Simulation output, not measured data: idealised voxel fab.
process module | voxel self aligned contacts
cross-section cut | 185 nm wide | cells 5 nm
A cross-section is a grid of square cells, given in bands from the top down. A band is one or more rows of cells.
Each band's line starts with the height of the band's top and of its bottom, in nm. Then come its materials from left to right, each with its width in nm. One material with "throughout" fills the band from edge to edge. "air" is empty space.
Height 0 is the level under which the wafer as received is all one material. The lowest band goes on downwards, as in "0 down".
A width such as "30 to 40" changes by the same amount from each row of cells to the next, from the band's top row to its bottom row.
"no change" after a step means that no cell of the cross-section changed.
closed voids: empty space of 8 cells or more with no open way to the top, each as width x height at its distance from the left edge, in nm
after a step's settings: what the simulator itself notes on the step
overlay nm, on a step with a mask: how far to the right of its planned place the mask lay; to the left if negative
plan
1 op RECEIVE | material Si
2 op CONFORMAL_DEP | material SiO2 | thk nm 5
3 op DIRECTIONAL_DEP | material polySi | thk nm 20
4 op DIRECTIONAL_DEP | material SiN | thk nm 15
5 op DIRECTIONAL_DEP | material aC | thk nm 10
6 op PATTERN | tone cover | mask id GATE | material resist | width nm 30 | pitch nm 65 | thk nm 30 | overlay nm 0
7 op DIRECTIONAL_ETCH | etch materials aC | depth nm 10
8 op STRIP | etch materials resist
9 op DIRECTIONAL_ETCH | etch materials SiN | depth nm 15
10 op DIRECTIONAL_ETCH | etch materials polySi | depth nm 20
11 op STRIP | etch materials aC
12 op CONFORMAL_DEP | material SiN | thk nm 5
13 op DIRECTIONAL_ETCH | etch materials SiN | depth nm 5
14 op FILL_DEP | material SiO2 | thk nm 15
15 op CMP | height nm 45
16 op DIRECTIONAL_DEP | material aC | thk nm 15
17 op PATTERN | tone open | mask id CONTACT | material resist | width nm 45 | thk nm 30 | overlay nm 0
18 op DIRECTIONAL_ETCH | etch materials aC | depth nm 15
19 op STRIP | etch materials resist
20 op DIRECTIONAL_ETCH | etch materials SiO2 | depth nm 45
21 op STRIP | etch materials aC
22 op CONFORMAL_DEP | material TiN | thk nm 5
23 op FILL_DEP | material W | thk nm 10
24 op CMP | height nm 45
25 op CONFORMAL_DEP | material SiCN | thk nm 5
first wafer, as planned
as received, after step 1
  0 down: Si throughout
  closed voids: none
after step 2
  5 to 0: SiO2 throughout
  below 0: unchanged
after step 3
  25 to 5: polySi throughout
  below 5: unchanged
after step 4
  40 to 25: SiN throughout
  below 25: unchanged
after step 5
  50 to 40: aC throughout
  below 40: unchanged
after step 6
  80 to 50: air 45 | resist 30 | air 35 | resist 30 | air 45
  below 50: unchanged
after step 7
  70 to 50: air 45 | resist 30 | air 35 | resist 30 | air 45
  50 to 40: air 45 | aC 30 | air 35 | aC 30 | air 45
  below 40: unchanged
after step 8
  50 to 40: air 45 | aC 30 | air 35 | aC 30 | air 45
  below 40: unchanged
after step 9
  50 to 40: air 45 | aC 30 | air 35 | aC 30 | air 45
  40 to 25: air 45 | SiN 30 | air 35 | SiN 30 | air 45
  below 25: unchanged
after step 10
  50 to 40: air 45 | aC 30 | air 35 | aC 30 | air 45
  40 to 25: air 45 | SiN 30 | air 35 | SiN 30 | air 45
  25 to 5: air 45 | polySi 30 | air 35 | polySi 30 | air 45
  below 5: unchanged
after step 11
  40 to 25: air 45 | SiN 30 | air 35 | SiN 30 | air 45
  below 25: unchanged
after step 12
  45 to 25: air 40 | SiN 40 | air 25 | SiN 40 | air 40
  25 to 10: air 40 | SiN 5 | polySi 30 | SiN 5 | air 25 | SiN 5 | polySi 30 | SiN 5 | air 40
  10 to 5: SiN 45 | polySi 30 | SiN 35 | polySi 30 | SiN 45
  below 5: unchanged
after step 13
  40 to 25: air 40 | SiN 40 | air 25 | SiN 40 | air 40
  25 to 5: air 40 | SiN 5 | polySi 30 | SiN 5 | air 25 | SiN 5 | polySi 30 | SiN 5 | air 40
  below 5: unchanged
after step 14
  55 to 40: SiO2 throughout
  40 to 25: SiO2 40 | SiN 40 | SiO2 25 | SiN 40 | SiO2 40
  25 to 5: SiO2 40 | SiN 5 | polySi 30 | SiN 5 | SiO2 25 | SiN 5 | polySi 30 | SiN 5 | SiO2 40
  below 5: unchanged
after step 15
  45 to 40: SiO2 throughout
  below 40: unchanged
after step 16
  60 to 45: aC throughout
  below 45: unchanged
after step 17
  90 to 60: resist 70 | air 45 | resist 70
  below 60: unchanged
after step 18
  75 to 60: resist 70 | air 45 | resist 70
  60 to 45: aC 70 | air 45 | aC 70
  below 45: unchanged
after step 19
  60 to 45: aC 70 | air 45 | aC 70
  below 45: unchanged
after step 20
  60 to 45: aC 70 | air 45 | aC 70
  45 to 40: SiO2 70 | air 45 | SiO2 70
  40 to 25: SiO2 40 | SiN 40 | air 25 | SiN 40 | SiO2 40
  25 to 5: SiO2 40 | SiN 5 | polySi 30 | SiN 5 | air 25 | SiN 5 | polySi 30 | SiN 5 | SiO2 40
  5 to 0: SiO2 80 | air 25 | SiO2 80
  below 0: unchanged
after step 21
  45 to 40: SiO2 70 | air 45 | SiO2 70
  below 40: unchanged
after step 22
  50 to 45: TiN 75 | air 35 | TiN 75
  45 to 40: SiO2 70 | TiN 15 | air 15 | TiN 15 | SiO2 70
  40 to 25: SiO2 40 | SiN 40 | TiN 5 | air 15 | TiN 5 | SiN 40 | SiO2 40
  25 to 5: SiO2 40 | SiN 5 | polySi 30 | SiN 5 | TiN 5 | air 15 | TiN 5 | SiN 5 | polySi 30 | SiN 5 | SiO2 40
  5 to 0: SiO2 80 | TiN 25 | SiO2 80
  below 0: unchanged
after step 23
  60 to 50: W throughout
  50 to 45: TiN 75 | W 35 | TiN 75
  45 to 40: SiO2 70 | TiN 15 | W 15 | TiN 15 | SiO2 70
  40 to 25: SiO2 40 | SiN 40 | TiN 5 | W 15 | TiN 5 | SiN 40 | SiO2 40
  25 to 5: SiO2 40 | SiN 5 | polySi 30 | SiN 5 | TiN 5 | W 15 | TiN 5 | SiN 5 | polySi 30 | SiN 5 | SiO2 40
  below 5: unchanged
after step 24
  45 to 40: SiO2 70 | TiN 15 | W 15 | TiN 15 | SiO2 70
  below 40: unchanged
after step 25
  50 to 45: SiCN throughout
  below 45: unchanged
second wafer: like start, like plan, one mistake. Through step 5 it matches the first wafer
when step 6 should have ended
  80 to 50: air 55 | resist 30 | air 35 | resist 30 | air 35
  below 50: unchanged
when step 7 should have ended
  70 to 50: air 55 | resist 30 | air 35 | resist 30 | air 35
  50 to 40: air 55 | aC 30 | air 35 | aC 30 | air 35
  below 40: unchanged
when step 8 should have ended
  50 to 40: air 55 | aC 30 | air 35 | aC 30 | air 35
  below 40: unchanged
when step 9 should have ended
  50 to 40: air 55 | aC 30 | air 35 | aC 30 | air 35
  40 to 25: air 55 | SiN 30 | air 35 | SiN 30 | air 35
  below 25: unchanged
when step 10 should have ended
  50 to 40: air 55 | aC 30 | air 35 | aC 30 | air 35
  40 to 25: air 55 | SiN 30 | air 35 | SiN 30 | air 35
  25 to 5: air 55 | polySi 30 | air 35 | polySi 30 | air 35
  below 5: unchanged
when step 11 should have ended
  40 to 25: air 55 | SiN 30 | air 35 | SiN 30 | air 35
  below 25: unchanged
when step 12 should have ended
  45 to 25: air 50 | SiN 40 | air 25 | SiN 40 | air 30
  25 to 10: air 50 | SiN 5 | polySi 30 | SiN 5 | air 25 | SiN 5 | polySi 30 | SiN 5 | air 30
  10 to 5: SiN 55 | polySi 30 | SiN 35 | polySi 30 | SiN 35
  below 5: unchanged
when step 13 should have ended
  40 to 25: air 50 | SiN 40 | air 25 | SiN 40 | air 30
  25 to 5: air 50 | SiN 5 | polySi 30 | SiN 5 | air 25 | SiN 5 | polySi 30 | SiN 5 | air 30
  below 5: unchanged
when step 14 should have ended
  55 to 40: SiO2 throughout
  40 to 25: SiO2 50 | SiN 40 | SiO2 25 | SiN 40 | SiO2 30
  25 to 5: SiO2 50 | SiN 5 | polySi 30 | SiN 5 | SiO2 25 | SiN 5 | polySi 30 | SiN 5 | SiO2 30
  below 5: unchanged
when step 15 should have ended
  45 to 40: SiO2 throughout
  below 40: unchanged
when step 16 should have ended
  60 to 45: aC throughout
  below 45: unchanged
when step 17 should have ended
  90 to 60: resist 70 | air 45 | resist 70
  below 60: unchanged
when step 18 should have ended
  75 to 60: resist 70 | air 45 | resist 70
  60 to 45: aC 70 | air 45 | aC 70
  below 45: unchanged
when step 19 should have ended
  60 to 45: aC 70 | air 45 | aC 70
  below 45: unchanged
when step 20 should have ended
  60 to 45: aC 70 | air 45 | aC 70
  45 to 40: SiO2 70 | air 45 | SiO2 70
  40 to 25: SiO2 50 | SiN 40 | air 25 | SiN 40 | SiO2 30
  25 to 5: SiO2 50 | SiN 5 | polySi 30 | SiN 5 | air 25 | SiN 5 | polySi 30 | SiN 5 | SiO2 30
  5 to 0: SiO2 90 | air 25 | SiO2 70
  below 0: unchanged
when step 21 should have ended
  45 to 40: SiO2 70 | air 45 | SiO2 70
  below 40: unchanged
when step 22 should have ended
  50 to 45: TiN 75 | air 35 | TiN 75
  45 to 40: SiO2 70 | TiN 25 | air 15 | TiN 5 | SiO2 70
  40 to 25: SiO2 50 | SiN 40 | TiN 5 | air 15 | TiN 5 | SiN 40 | SiO2 30
  25 to 5: SiO2 50 | SiN 5 | polySi 30 | SiN 5 | TiN 5 | air 15 | TiN 5 | SiN 5 | polySi 30 | SiN 5 | SiO2 30
  5 to 0: SiO2 90 | TiN 25 | SiO2 70
  below 0: unchanged
when step 23 should have ended
  60 to 50: W throughout
  50 to 45: TiN 75 | W 35 | TiN 75
  45 to 40: SiO2 70 | TiN 25 | W 15 | TiN 5 | SiO2 70
  40 to 25: SiO2 50 | SiN 40 | TiN 5 | W 15 | TiN 5 | SiN 40 | SiO2 30
  25 to 5: SiO2 50 | SiN 5 | polySi 30 | SiN 5 | TiN 5 | W 15 | TiN 5 | SiN 5 | polySi 30 | SiN 5 | SiO2 30
  below 5: unchanged
when step 24 should have ended
  45 to 40: SiO2 70 | TiN 25 | W 15 | TiN 5 | SiO2 70
  below 40: unchanged
when step 25 should have ended
  50 to 45: SiCN throughout
  below 45: unchanged
what went wrong: step 6 ran as: op PATTERN | tone cover | mask id GATE | material resist | width nm 30 | pitch nm 65 | thk nm 30 | overlay nm 10
at the end the second wafer has, in cells: as many of each material as the first, in other places
